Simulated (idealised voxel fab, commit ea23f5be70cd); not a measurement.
Proc. module: voxel wiring stack
The figure presents cross-section cut, which has a width of 265 nm and is divided into square cells with an edge length of 5 nm.
A cross-section is written here as square cells arranged in a grid, and it is given in bands from the top down, each band taking up one or more rows of cells. It is stipulated that each band's entry specify, in nanometres, the height of the top of the band and then that of its bottom, followed by the materials of the band in left-to-right sequence, each together with its width in nanometres. A single material marked by the word "edge to edge" is understood to fill the band from edge to edge; the word "empty" is understood to denote empty space. Heights from 0 (as-received wafer is one material below). Bottom band endless downward, as "from 0 down". So if you see something like "30..40" for the width, read it as the top row of the band sitting at the first number and the bottom row at the second, with every row in between moving by the same amount as the last. Basically "remained the same" means that step didn't change any cell in the cross-section. Voids, fully enclosed: empty space of 8 cells or more with no open way to the top, each as width x height at its distance from the left edge, in nm. Note: text after step settings on the step line = simulator remark on that step. overlay nm: mask right of planned place by this much (step with mask). Neg. = left.

## Here's what the planned process steps look like
step 1: RECEIVE, material Si
step 2: CONFORMAL_DEP, material SiO2, thk nm 10
step 3: CONFORMAL_DEP, material SiCN, thk nm 5
step 4: DIRECTIONAL_DEP, material lowk, thk nm 25
step 5: PATTERN, tone open, mask id METAL_1, material resist, width nm 20, pitch nm 45, thk nm 20, overlay nm 0
step 6: DIRECTIONAL_ETCH, etch materials lowk, depth nm 25
step 7: DIRECTIONAL_ETCH, etch materials SiCN, depth nm 5
step 8: STRIP, etch materials resist
step 9: CONFORMAL_DEP, material TiN, thk nm 5
step 10: FILL_DEP, material Cu, thk nm 10
step 11: CMP, height nm 40
step 12: CONFORMAL_DEP, material SiCN, thk nm 5
step 13: DIRECTIONAL_DEP, material lowk, thk nm 30
step 14: MASKED_ETCH, tone open, mask id METAL_2, width nm 20, pitch nm 45, etch materials lowk, depth nm 15, overlay nm 0
step 15: DIRECTIONAL_DEP, material aC, thk nm 10
step 16: PATTERN, tone open, mask id METAL_2_HOLES, material resist, width nm 15, pitch nm 45, thk nm 30, overlay nm 0
step 17: DIRECTIONAL_ETCH, etch materials aC, depth nm 10
step 18: STRIP, etch materials resist
step 19: DIRECTIONAL_ETCH, etch materials lowk, depth nm 15
step 20: DIRECTIONAL_ETCH, etch materials SiCN, depth nm 5
step 21: STRIP, etch materials aC
step 22: CONFORMAL_DEP, material TiN, thk nm 5
step 23: FILL_DEP, material Cu, thk nm 10
step 24: CMP, height nm 75
step 25: CONFORMAL_DEP, material SiCN, thk nm 5
step 26: DIRECTIONAL_DEP, material SiO2, thk nm 15
step 27: DIRECTIONAL_DEP, material aC, thk nm 15
step 28: PATTERN, tone open, mask id PLUG_2, material resist, width nm 15, pitch nm 90, thk nm 35, overlay nm 0
step 29: DIRECTIONAL_ETCH, etch materials aC, depth nm 15
step 30: STRIP, etch materials resist
step 31: DIRECTIONAL_ETCH, etch materials SiO2, depth nm 15
step 32: DIRECTIONAL_ETCH, etch materials SiCN, depth nm 5
step 33: STRIP, etch materials aC
step 34: EPI, material Ru, thk nm 10
step 35: EPI, material Ru, thk nm 10
step 36: DIRECTIONAL_DEP, material TiN, thk nm 5
step 37: DIRECTIONAL_DEP, material Ru, thk nm 25
step 38: MASKED_ETCH, tone cover, mask id METAL_3, width nm 20, pitch nm 45, etch materials Ru, depth nm 25, overlay nm 0
step 39: MASKED_ETCH, tone cover, mask id METAL_3, width nm 20, pitch nm 45, etch materials TiN, depth nm 5, overlay nm 0
step 40: FILL_DEP, material SiO2, thk nm 10
step 41: CMP, height nm 125
step 42: CONFORMAL_DEP, material SiCN, thk nm 5
step 43: DIRECTIONAL_DEP, material lowk, thk nm 25
step 44: MASKED_ETCH, tone open, mask id METAL_4_HOLES, width nm 15, pitch nm 45, etch materials lowk, depth nm 25, overlay nm 0
step 45: PATTERN, tone open, mask id METAL_4, material resist, width nm 20, pitch nm 45, thk nm 15, overlay nm 0
step 46: DIRECTIONAL_ETCH, etch materials lowk, depth nm 15
step 47: DIRECTIONAL_ETCH, etch materials SiCN, depth nm 5
step 48: STRIP, etch materials resist
step 49: CONFORMAL_DEP, material TiN, thk nm 5
step 50: FILL_DEP, material Cu, thk nm 10
step 51: CMP, height nm 155
step 52: CONFORMAL_DEP, material SiN, thk nm 5

## First wafer out of two, processed as planned

## As-received state of the wafer in cross-section, equivalent to post-step 1
    from 0 down: Si edge to edge
    Voids, fully enclosed: none

## after step 2
    from 10 to 0: SiO2 edge to edge
    Beneath the level 0, the cross-section is identical to its previous state.

## after step 3
    from 15 to 10: SiCN edge to edge
    Beneath the level 10, the cross-section is identical to its previous state.

## after step 4
    from 40 to 15: lowk edge to edge
    Beneath the level 15, the cross-section is identical to its previous state.

## after step 5
    from 60 to 40: resist 55 nm  empty 20 nm  resist 25 nm  empty 20 nm  resist 25 nm  empty 20 nm  resist 25 nm  empty 20 nm  resist 55 nm
    Beneath the level 40, the cross-section is identical to its previous state.

## after step 6
    from 60 to 40: resist 55 nm  empty 20 nm  resist 25 nm  empty 20 nm  resist 25 nm  empty 20 nm  resist 25 nm  empty 20 nm  resist 55 nm
    from 40 to 15: lowk 55 nm  empty 20 nm  lowk 25 nm  empty 20 nm  lowk 25 nm  empty 20 nm  lowk 25 nm  empty 20 nm  lowk 55 nm
    Beneath the level 15, the cross-section is identical to its previous state.

## after step 7
    from 60 to 40: resist 55 nm  empty 20 nm  resist 25 nm  empty 20 nm  resist 25 nm  empty 20 nm  resist 25 nm  empty 20 nm  resist 55 nm
    from 40 to 15: lowk 55 nm  empty 20 nm  lowk 25 nm  empty 20 nm  lowk 25 nm  empty 20 nm  lowk 25 nm  empty 20 nm  lowk 55 nm
    from 15 to 10: SiCN 55 nm  empty 20 nm  SiCN 25 nm  empty 20 nm  SiCN 25 nm  empty 20 nm  SiCN 25 nm  empty 20 nm  SiCN 55 nm
    Beneath the level 10, the cross-section is identical to its previous state.

## after step 8
    from 40 to 15: lowk 55 nm  empty 20 nm  lowk 25 nm  empty 20 nm  lowk 25 nm  empty 20 nm  lowk 25 nm  empty 20 nm  lowk 55 nm
    Beneath the level 15, the cross-section is identical to its previous state.

## after step 9
    from 45 to 40: TiN 60 nm  empty 10 nm  TiN 35 nm  empty 10 nm  TiN 35 nm  empty 10 nm  TiN 35 nm  empty 10 nm  TiN 60 nm
    from 40 to 15: lowk 55 nm  TiN 5 nm  empty 10 nm  TiN 5 nm  lowk 25 nm  TiN 5 nm  empty 10 nm  TiN 5 nm  lowk 25 nm  TiN 5 nm  empty 10 nm  TiN 5 nm  lowk 25 nm  TiN 5 nm  empty 10 nm  TiN 5 nm  lowk 55 nm
    from 15 to 10: SiCN 55 nm  TiN 20 nm  SiCN 25 nm  TiN 20 nm  SiCN 25 nm  TiN 20 nm  SiCN 25 nm  TiN 20 nm  SiCN 55 nm
    Beneath the level 10, the cross-section is identical to its previous state.

## after step 10
    from 55 to 45: Cu edge to edge
    from 45 to 40: TiN 60 nm  Cu 10 nm  TiN 35 nm  Cu 10 nm  TiN 35 nm  Cu 10 nm  TiN 35 nm  Cu 10 nm  TiN 60 nm
    from 40 to 15: lowk 55 nm  TiN 5 nm  Cu 10 nm  TiN 5 nm  lowk 25 nm  TiN 5 nm  Cu 10 nm  TiN 5 nm  lowk 25 nm  TiN 5 nm  Cu 10 nm  TiN 5 nm  lowk 25 nm  TiN 5 nm  Cu 10 nm  TiN 5 nm  lowk 55 nm
    Beneath the level 15, the cross-section is identical to its previous state.

## after step 11
    from 40 to 15: lowk 55 nm  TiN 5 nm  Cu 10 nm  TiN 5 nm  lowk 25 nm  TiN 5 nm  Cu 10 nm  TiN 5 nm  lowk 25 nm  TiN 5 nm  Cu 10 nm  TiN 5 nm  lowk 25 nm  TiN 5 nm  Cu 10 nm  TiN 5 nm  lowk 55 nm
    Beneath the level 15, the cross-section is identical to its previous state.

## after step 12
    from 45 to 40: SiCN edge to edge
    Beneath the level 40, the cross-section is identical to its previous state.

## after step 13
    from 75 to 45: lowk edge to edge
    Beneath the level 45, the cross-section is identical to its previous state.

## after step 14
    from 75 to 60: lowk 55 nm  empty 20 nm  lowk 25 nm  empty 20 nm  lowk 25 nm  empty 20 nm  lowk 25 nm  empty 20 nm  lowk 55 nm
    Beneath the level 60, the cross-section is identical to its previous state.

## after step 15
    from 85 to 75: aC 55 nm  empty 20 nm  aC 25 nm  empty 20 nm  aC 25 nm  empty 20 nm  aC 25 nm  empty 20 nm  aC 55 nm
    from 75 to 70: lowk 55 nm  empty 20 nm  lowk 25 nm  empty 20 nm  lowk 25 nm  empty 20 nm  lowk 25 nm  empty 20 nm  lowk 55 nm
    from 70 to 60: lowk 55 nm  aC 20 nm  lowk 25 nm  aC 20 nm  lowk 25 nm  aC 20 nm  lowk 25 nm  aC 20 nm  lowk 55 nm
    Beneath the level 60, the cross-section is identical to its previous state.

## after step 16
    from 115 to 85: resist 55 nm  empty 15 nm  resist 30 nm  empty 15 nm  resist 30 nm  empty 15 nm  resist 30 nm  empty 15 nm  resist 60 nm
    from 85 to 75: aC 55 nm  empty 15 nm  resist 5 nm  aC 25 nm  empty 15 nm  resist 5 nm  aC 25 nm  empty 15 nm  resist 5 nm  aC 25 nm  empty 15 nm  resist 5 nm  aC 55 nm
    from 75 to 70: lowk 55 nm  empty 15 nm  resist 5 nm  lowk 25 nm  empty 15 nm  resist 5 nm  lowk 25 nm  empty 15 nm  resist 5 nm  lowk 25 nm  empty 15 nm  resist 5 nm  lowk 55 nm
    Beneath the level 70, the cross-section is identical to its previous state.

## after step 17
    from 105 to 85: resist 55 nm  empty 15 nm  resist 30 nm  empty 15 nm  resist 30 nm  empty 15 nm  resist 30 nm  empty 15 nm  resist 60 nm
    from 85 to 75: aC 55 nm  empty 15 nm  resist 5 nm  aC 25 nm  empty 15 nm  resist 5 nm  aC 25 nm  empty 15 nm  resist 5 nm  aC 25 nm  empty 15 nm  resist 5 nm  aC 55 nm
    from 75 to 70: lowk 55 nm  empty 15 nm  resist 5 nm  lowk 25 nm  empty 15 nm  resist 5 nm  lowk 25 nm  empty 15 nm  resist 5 nm  lowk 25 nm  empty 15 nm  resist 5 nm  lowk 55 nm
    from 70 to 60: lowk 55 nm  empty 15 nm  aC 5 nm  lowk 25 nm  empty 15 nm  aC 5 nm  lowk 25 nm  empty 15 nm  aC 5 nm  lowk 25 nm  empty 15 nm  aC 5 nm  lowk 55 nm
    Beneath the level 60, the cross-section is identical to its previous state.

## after step 18
    from 85 to 75: aC 55 nm  empty 20 nm  aC 25 nm  empty 20 nm  aC 25 nm  empty 20 nm  aC 25 nm  empty 20 nm  aC 55 nm
    from 75 to 70: lowk 55 nm  empty 20 nm  lowk 25 nm  empty 20 nm  lowk 25 nm  empty 20 nm  lowk 25 nm  empty 20 nm  lowk 55 nm
    Beneath the level 70, the cross-section is identical to its previous state.

## after step 19
    from 85 to 75: aC 55 nm  empty 20 nm  aC 25 nm  empty 20 nm  aC 25 nm  empty 20 nm  aC 25 nm  empty 20 nm  aC 55 nm
    from 75 to 70: lowk 55 nm  empty 20 nm  lowk 25 nm  empty 20 nm  lowk 25 nm  empty 20 nm  lowk 25 nm  empty 20 nm  lowk 55 nm
    from 70 to 60: lowk 55 nm  empty 15 nm  aC 5 nm  lowk 25 nm  empty 15 nm  aC 5 nm  lowk 25 nm  empty 15 nm  aC 5 nm  lowk 25 nm  empty 15 nm  aC 5 nm  lowk 55 nm
    from 60 to 45: lowk 55 nm  empty 15 nm  lowk 30 nm  empty 15 nm  lowk 30 nm  empty 15 nm  lowk 30 nm  empty 15 nm  lowk 60 nm
    Beneath the level 45, the cross-section is identical to its previous state.

## after step 20
    from 85 to 75: aC 55 nm  empty 20 nm  aC 25 nm  empty 20 nm  aC 25 nm  empty 20 nm  aC 25 nm  empty 20 nm  aC 55 nm
    from 75 to 70: lowk 55 nm  empty 20 nm  lowk 25 nm  empty 20 nm  lowk 25 nm  empty 20 nm  lowk 25 nm  empty 20 nm  lowk 55 nm
    from 70 to 60: lowk 55 nm  empty 15 nm  aC 5 nm  lowk 25 nm  empty 15 nm  aC 5 nm  lowk 25 nm  empty 15 nm  aC 5 nm  lowk 25 nm  empty 15 nm  aC 5 nm  lowk 55 nm
    from 60 to 45: lowk 55 nm  empty 15 nm  lowk 30 nm  empty 15 nm  lowk 30 nm  empty 15 nm  lowk 30 nm  empty 15 nm  lowk 60 nm
    from 45 to 40: SiCN 55 nm  empty 15 nm  SiCN 30 nm  empty 15 nm  SiCN 30 nm  empty 15 nm  SiCN 30 nm  empty 15 nm  SiCN 60 nm
    Beneath the level 40, the cross-section is identical to its previous state.

## after step 21
    from 75 to 60: lowk 55 nm  empty 20 nm  lowk 25 nm  empty 20 nm  lowk 25 nm  empty 20 nm  lowk 25 nm  empty 20 nm  lowk 55 nm
    Beneath the level 60, the cross-section is identical to its previous state.

## after step 22
    from 80 to 75: TiN 60 nm  empty 10 nm  TiN 35 nm  empty 10 nm  TiN 35 nm  empty 10 nm  TiN 35 nm  empty 10 nm  TiN 60 nm
    from 75 to 65: lowk 55 nm  TiN 5 nm  empty 10 nm  TiN 5 nm  lowk 25 nm  TiN 5 nm  empty 10 nm  TiN 5 nm  lowk 25 nm  TiN 5 nm  empty 10 nm  TiN 5 nm  lowk 25 nm  TiN 5 nm  empty 10 nm  TiN 5 nm  lowk 55 nm
    from 65 to 60: lowk 55 nm  TiN 5 nm  empty 5 nm  TiN 10 nm  lowk 25 nm  TiN 5 nm  empty 5 nm  TiN 10 nm  lowk 25 nm  TiN 5 nm  empty 5 nm  TiN 10 nm  lowk 25 nm  TiN 5 nm  empty 5 nm  TiN 10 nm  lowk 55 nm
    from 60 to 45: lowk 55 nm  TiN 5 nm  empty 5 nm  TiN 5 nm  lowk 30 nm  TiN 5 nm  empty 5 nm  TiN 5 nm  lowk 30 nm  TiN 5 nm  empty 5 nm  TiN 5 nm  lowk 30 nm  TiN 5 nm  empty 5 nm  TiN 5 nm  lowk 60 nm
    from 45 to 40: SiCN 55 nm  TiN 15 nm  SiCN 30 nm  TiN 15 nm  SiCN 30 nm  TiN 15 nm  SiCN 30 nm  TiN 15 nm  SiCN 60 nm
    Beneath the level 40, the cross-section is identical to its previous state.

## after step 23
    from 90 to 80: Cu edge to edge
    from 80 to 75: TiN 60 nm  Cu 10 nm  TiN 35 nm  Cu 10 nm  TiN 35 nm  Cu 10 nm  TiN 35 nm  Cu 10 nm  TiN 60 nm
    from 75 to 65: lowk 55 nm  TiN 5 nm  Cu 10 nm  TiN 5 nm  lowk 25 nm  TiN 5 nm  Cu 10 nm  TiN 5 nm  lowk 25 nm  TiN 5 nm  Cu 10 nm  TiN 5 nm  lowk 25 nm  TiN 5 nm  Cu 10 nm  TiN 5 nm  lowk 55 nm
    from 65 to 60: lowk 55 nm  TiN 5 nm  Cu 5 nm  TiN 10 nm  lowk 25 nm  TiN 5 nm  Cu 5 nm  TiN 10 nm  lowk 25 nm  TiN 5 nm  Cu 5 nm  TiN 10 nm  lowk 25 nm  TiN 5 nm  Cu 5 nm  TiN 10 nm  lowk 55 nm
    from 60 to 45: lowk 55 nm  TiN 5 nm  Cu 5 nm  TiN 5 nm  lowk 30 nm  TiN 5 nm  Cu 5 nm  TiN 5 nm  lowk 30 nm  TiN 5 nm  Cu 5 nm  TiN 5 nm  lowk 30 nm  TiN 5 nm  Cu 5 nm  TiN 5 nm  lowk 60 nm
    Beneath the level 45, the cross-section is identical to its previous state.

## after step 24
    from 75 to 65: lowk 55 nm  TiN 5 nm  Cu 10 nm  TiN 5 nm  lowk 25 nm  TiN 5 nm  Cu 10 nm  TiN 5 nm  lowk 25 nm  TiN 5 nm  Cu 10 nm  TiN 5 nm  lowk 25 nm  TiN 5 nm  Cu 10 nm  TiN 5 nm  lowk 55 nm
    Beneath the level 65, the cross-section is identical to its previous state.

## after step 25
    from 80 to 75: SiCN edge to edge
    Beneath the level 75, the cross-section is identical to its previous state.

## after step 26
    from 95 to 80: SiO2 edge to edge
    Beneath the level 80, the cross-section is identical to its previous state.

## after step 27
    from 110 to 95: aC edge to edge
    Beneath the level 95, the cross-section is identical to its previous state.

## after step 28
    from 145 to 110: resist 55 nm  empty 15 nm  resist 75 nm  empty 15 nm  resist 105 nm
    Beneath the level 110, the cross-section is identical to its previous state.

## after step 29
    from 130 to 110: resist 55 nm  empty 15 nm  resist 75 nm  empty 15 nm  resist 105 nm
    from 110 to 95: aC 55 nm  empty 15 nm  aC 75 nm  empty 15 nm  aC 105 nm
    Beneath the level 95, the cross-section is identical to its previous state.

## after step 30
    from 110 to 95: aC 55 nm  empty 15 nm  aC 75 nm  empty 15 nm  aC 105 nm
    Beneath the level 95, the cross-section is identical to its previous state.

## after step 31
    from 110 to 95: aC 55 nm  empty 15 nm  aC 75 nm  empty 15 nm  aC 105 nm
    from 95 to 80: SiO2 55 nm  empty 15 nm  SiO2 75 nm  empty 15 nm  SiO2 105 nm
    Beneath the level 80, the cross-section is identical to its previous state.

## after step 32
    from 110 to 95: aC 55 nm  empty 15 nm  aC 75 nm  empty 15 nm  aC 105 nm
    from 95 to 80: SiO2 55 nm  empty 15 nm  SiO2 75 nm  empty 15 nm  SiO2 105 nm
    from 80 to 75: SiCN 55 nm  empty 15 nm  SiCN 75 nm  empty 15 nm  SiCN 105 nm
    Beneath the level 75, the cross-section is identical to its previous state.

## after step 33
    from 95 to 80: SiO2 55 nm  empty 15 nm  SiO2 75 nm  empty 15 nm  SiO2 105 nm
    Beneath the level 80, the cross-section is identical to its previous state.

## after step 34
    from 95 to 85: SiO2 55 nm  empty 15 nm  SiO2 75 nm  empty 15 nm  SiO2 105 nm
    from 85 to 80: SiO2 55 nm  Ru 15 nm  SiO2 75 nm  Ru 15 nm  SiO2 105 nm
    from 80 to 75: SiCN 55 nm  Ru 15 nm  SiCN 75 nm  Ru 15 nm  SiCN 105 nm
    Beneath the level 75, the cross-section is identical to its previous state.

## after step 35
    from 95 to 80: SiO2 55 nm  Ru 15 nm  SiO2 75 nm  Ru 15 nm  SiO2 105 nm
    Beneath the level 80, the cross-section is identical to its previous state.

## after step 36
    from 100 to 95: TiN edge to edge
    Beneath the level 95, the cross-section is identical to its previous state.

## after step 37
    from 125 to 100: Ru edge to edge
    Beneath the level 100, the cross-section is identical to its previous state.

## after step 38
    from 125 to 100: empty 55 nm  Ru 20 nm  empty 25 nm  Ru 20 nm  empty 25 nm  Ru 20 nm  empty 25 nm  Ru 20 nm  empty 55 nm
    Beneath the level 100, the cross-section is identical to its previous state.

## after step 39
    from 125 to 100: empty 55 nm  Ru 20 nm  empty 25 nm  Ru 20 nm  empty 25 nm  Ru 20 nm  empty 25 nm  Ru 20 nm  empty 55 nm
    from 100 to 95: empty 55 nm  TiN 20 nm  empty 25 nm  TiN 20 nm  empty 25 nm  TiN 20 nm  empty 25 nm  TiN 20 nm  empty 55 nm
    Beneath the level 95, the cross-section is identical to its previous state.

## after step 40
    from 135 to 125: SiO2 edge to edge
    from 125 to 100: SiO2 55 nm  Ru 20 nm  SiO2 25 nm  Ru 20 nm  SiO2 25 nm  Ru 20 nm  SiO2 25 nm  Ru 20 nm  SiO2 55 nm
    from 100 to 95: SiO2 55 nm  TiN 20 nm  SiO2 25 nm  TiN 20 nm  SiO2 25 nm  TiN 20 nm  SiO2 25 nm  TiN 20 nm  SiO2 55 nm
    Beneath the level 95, the cross-section is identical to its previous state.

## after step 41
    from 125 to 100: SiO2 55 nm  Ru 20 nm  SiO2 25 nm  Ru 20 nm  SiO2 25 nm  Ru 20 nm  SiO2 25 nm  Ru 20 nm  SiO2 55 nm
    Beneath the level 100, the cross-section is identical to its previous state.

## after step 42
    from 130 to 125: SiCN edge to edge
    Beneath the level 125, the cross-section is identical to its previous state.

## after step 43
    from 155 to 130: lowk edge to edge
    Beneath the level 130, the cross-section is identical to its previous state.

## after step 44
    from 155 to 130: lowk 55 nm  empty 15 nm  lowk 30 nm  empty 15 nm  lowk 30 nm  empty 15 nm  lowk 30 nm  empty 15 nm  lowk 60 nm
    Beneath the level 130, the cross-section is identical to its previous state.

## after step 45
    from 170 to 155: resist 55 nm  empty 20 nm  resist 25 nm  empty 20 nm  resist 25 nm  empty 20 nm  resist 25 nm  empty 20 nm  resist 55 nm
    Beneath the level 155, the cross-section is identical to its previous state.

## after step 46
    from 170 to 155: resist 55 nm  empty 20 nm  resist 25 nm  empty 20 nm  resist 25 nm  empty 20 nm  resist 25 nm  empty 20 nm  resist 55 nm
    from 155 to 140: lowk 55 nm  empty 20 nm  lowk 25 nm  empty 20 nm  lowk 25 nm  empty 20 nm  lowk 25 nm  empty 20 nm  lowk 55 nm
    Beneath the level 140, the cross-section is identical to its previous state.

## after step 47
    from 170 to 155: resist 55 nm  empty 20 nm  resist 25 nm  empty 20 nm  resist 25 nm  empty 20 nm  resist 25 nm  empty 20 nm  resist 55 nm
    from 155 to 140: lowk 55 nm  empty 20 nm  lowk 25 nm  empty 20 nm  lowk 25 nm  empty 20 nm  lowk 25 nm  empty 20 nm  lowk 55 nm
    from 140 to 130: lowk 55 nm  empty 15 nm  lowk 30 nm  empty 15 nm  lowk 30 nm  empty 15 nm  lowk 30 nm  empty 15 nm  lowk 60 nm
    from 130 to 125: SiCN 55 nm  empty 15 nm  SiCN 30 nm  empty 15 nm  SiCN 30 nm  empty 15 nm  SiCN 30 nm  empty 15 nm  SiCN 60 nm
    Beneath the level 125, the cross-section is identical to its previous state.

## after step 48
    from 155 to 140: lowk 55 nm  empty 20 nm  lowk 25 nm  empty 20 nm  lowk 25 nm  empty 20 nm  lowk 25 nm  empty 20 nm  lowk 55 nm
    Beneath the level 140, the cross-section is identical to its previous state.

## after step 49
    from 160 to 155: TiN 60 nm  empty 10 nm  TiN 35 nm  empty 10 nm  TiN 35 nm  empty 10 nm  TiN 35 nm  empty 10 nm  TiN 60 nm
    from 155 to 145: lowk 55 nm  TiN 5 nm  empty 10 nm  TiN 5 nm  lowk 25 nm  TiN 5 nm  empty 10 nm  TiN 5 nm  lowk 25 nm  TiN 5 nm  empty 10 nm  TiN 5 nm  lowk 25 nm  TiN 5 nm  empty 10 nm  TiN 5 nm  lowk 55 nm
    from 145 to 140: lowk 55 nm  TiN 5 nm  empty 5 nm  TiN 10 nm  lowk 25 nm  TiN 5 nm  empty 5 nm  TiN 10 nm  lowk 25 nm  TiN 5 nm  empty 5 nm  TiN 10 nm  lowk 25 nm  TiN 5 nm  empty 5 nm  TiN 10 nm  lowk 55 nm
    from 140 to 130: lowk 55 nm  TiN 5 nm  empty 5 nm  TiN 5 nm  lowk 30 nm  TiN 5 nm  empty 5 nm  TiN 5 nm  lowk 30 nm  TiN 5 nm  empty 5 nm  TiN 5 nm  lowk 30 nm  TiN 5 nm  empty 5 nm  TiN 5 nm  lowk 60 nm
    from 130 to 125: SiCN 55 nm  TiN 15 nm  SiCN 30 nm  TiN 15 nm  SiCN 30 nm  TiN 15 nm  SiCN 30 nm  TiN 15 nm  SiCN 60 nm
    Beneath the level 125, the cross-section is identical to its previous state.

## after step 50
    from 170 to 160: Cu edge to edge
    from 160 to 155: TiN 60 nm  Cu 10 nm  TiN 35 nm  Cu 10 nm  TiN 35 nm  Cu 10 nm  TiN 35 nm  Cu 10 nm  TiN 60 nm
    from 155 to 145: lowk 55 nm  TiN 5 nm  Cu 10 nm  TiN 5 nm  lowk 25 nm  TiN 5 nm  Cu 10 nm  TiN 5 nm  lowk 25 nm  TiN 5 nm  Cu 10 nm  TiN 5 nm  lowk 25 nm  TiN 5 nm  Cu 10 nm  TiN 5 nm  lowk 55 nm
    from 145 to 140: lowk 55 nm  TiN 5 nm  Cu 5 nm  TiN 10 nm  lowk 25 nm  TiN 5 nm  Cu 5 nm  TiN 10 nm  lowk 25 nm  TiN 5 nm  Cu 5 nm  TiN 10 nm  lowk 25 nm  TiN 5 nm  Cu 5 nm  TiN 10 nm  lowk 55 nm
    from 140 to 130: lowk 55 nm  TiN 5 nm  Cu 5 nm  TiN 5 nm  lowk 30 nm  TiN 5 nm  Cu 5 nm  TiN 5 nm  lowk 30 nm  TiN 5 nm  Cu 5 nm  TiN 5 nm  lowk 30 nm  TiN 5 nm  Cu 5 nm  TiN 5 nm  lowk 60 nm
    Beneath the level 130, the cross-section is identical to its previous state.

## after step 51
    from 155 to 145: lowk 55 nm  TiN 5 nm  Cu 10 nm  TiN 5 nm  lowk 25 nm  TiN 5 nm  Cu 10 nm  TiN 5 nm  lowk 25 nm  TiN 5 nm  Cu 10 nm  TiN 5 nm  lowk 25 nm  TiN 5 nm  Cu 10 nm  TiN 5 nm  lowk 55 nm
    Beneath the level 145, the cross-section is identical to its previous state.

## after step 52
    from 160 to 155: SiN edge to edge
    Beneath the level 155, the cross-section is identical to its previous state.

## For the second wafer, take the first wafer's start and plan, then add one mistake made in running it; everything through step 48, that step included, is shared with the first

## The second wafer cut through, at the time step 49 was supposed to be finished
    from 160 to 155: Ru 60 nm  empty 10 nm  Ru 35 nm  empty 10 nm  Ru 35 nm  empty 10 nm  Ru 35 nm  empty 10 nm  Ru 60 nm
    from 155 to 145: lowk 55 nm  Ru 5 nm  empty 10 nm  Ru 5 nm  lowk 25 nm  Ru 5 nm  empty 10 nm  Ru 5 nm  lowk 25 nm  Ru 5 nm  empty 10 nm  Ru 5 nm  lowk 25 nm  Ru 5 nm  empty 10 nm  Ru 5 nm  lowk 55 nm
    from 145 to 140: lowk 55 nm  Ru 5 nm  empty 5 nm  Ru 10 nm  lowk 25 nm  Ru 5 nm  empty 5 nm  Ru 10 nm  lowk 25 nm  Ru 5 nm  empty 5 nm  Ru 10 nm  lowk 25 nm  Ru 5 nm  empty 5 nm  Ru 10 nm  lowk 55 nm
    from 140 to 130: lowk 55 nm  Ru 5 nm  empty 5 nm  Ru 5 nm  lowk 30 nm  Ru 5 nm  empty 5 nm  Ru 5 nm  lowk 30 nm  Ru 5 nm  empty 5 nm  Ru 5 nm  lowk 30 nm  Ru 5 nm  empty 5 nm  Ru 5 nm  lowk 60 nm
    from 130 to 125: SiCN 55 nm  Ru 15 nm  SiCN 30 nm  Ru 15 nm  SiCN 30 nm  Ru 15 nm  SiCN 30 nm  Ru 15 nm  SiCN 60 nm
    Beneath the level 125, the cross-section is identical to its previous state.

## The second wafer cut through, at the time step 50 was supposed to be finished
    from 170 to 160: Cu edge to edge
    from 160 to 155: Ru 60 nm  Cu 10 nm  Ru 35 nm  Cu 10 nm  Ru 35 nm  Cu 10 nm  Ru 35 nm  Cu 10 nm  Ru 60 nm
    from 155 to 145: lowk 55 nm  Ru 5 nm  Cu 10 nm  Ru 5 nm  lowk 25 nm  Ru 5 nm  Cu 10 nm  Ru 5 nm  lowk 25 nm  Ru 5 nm  Cu 10 nm  Ru 5 nm  lowk 25 nm  Ru 5 nm  Cu 10 nm  Ru 5 nm  lowk 55 nm
    from 145 to 140: lowk 55 nm  Ru 5 nm  Cu 5 nm  Ru 10 nm  lowk 25 nm  Ru 5 nm  Cu 5 nm  Ru 10 nm  lowk 25 nm  Ru 5 nm  Cu 5 nm  Ru 10 nm  lowk 25 nm  Ru 5 nm  Cu 5 nm  Ru 10 nm  lowk 55 nm
    from 140 to 130: lowk 55 nm  Ru 5 nm  Cu 5 nm  Ru 5 nm  lowk 30 nm  Ru 5 nm  Cu 5 nm  Ru 5 nm  lowk 30 nm  Ru 5 nm  Cu 5 nm  Ru 5 nm  lowk 30 nm  Ru 5 nm  Cu 5 nm  Ru 5 nm  lowk 60 nm
    Beneath the level 130, the cross-section is identical to its previous state.

## The second wafer cut through, at the time step 51 was supposed to be finished
    from 155 to 145: lowk 55 nm  Ru 5 nm  Cu 10 nm  Ru 5 nm  lowk 25 nm  Ru 5 nm  Cu 10 nm  Ru 5 nm  lowk 25 nm  Ru 5 nm  Cu 10 nm  Ru 5 nm  lowk 25 nm  Ru 5 nm  Cu 10 nm  Ru 5 nm  lowk 55 nm
    Beneath the level 145, the cross-section is identical to its previous state.

## The second wafer cut through, at the time step 52 was supposed to be finished
    from 160 to 155: SiN edge to edge
    Beneath the level 155, the cross-section is identical to its previous state.
Want to know what went wrong? step 49 was processed under conditions differing from the plan, specifically as CONFORMAL_DEP, material Ru, thk nm 5
Wafer comparison, final, in cells, second relative to first, materials more or fewer: Ru: 56 more; TiN: 56 fewer
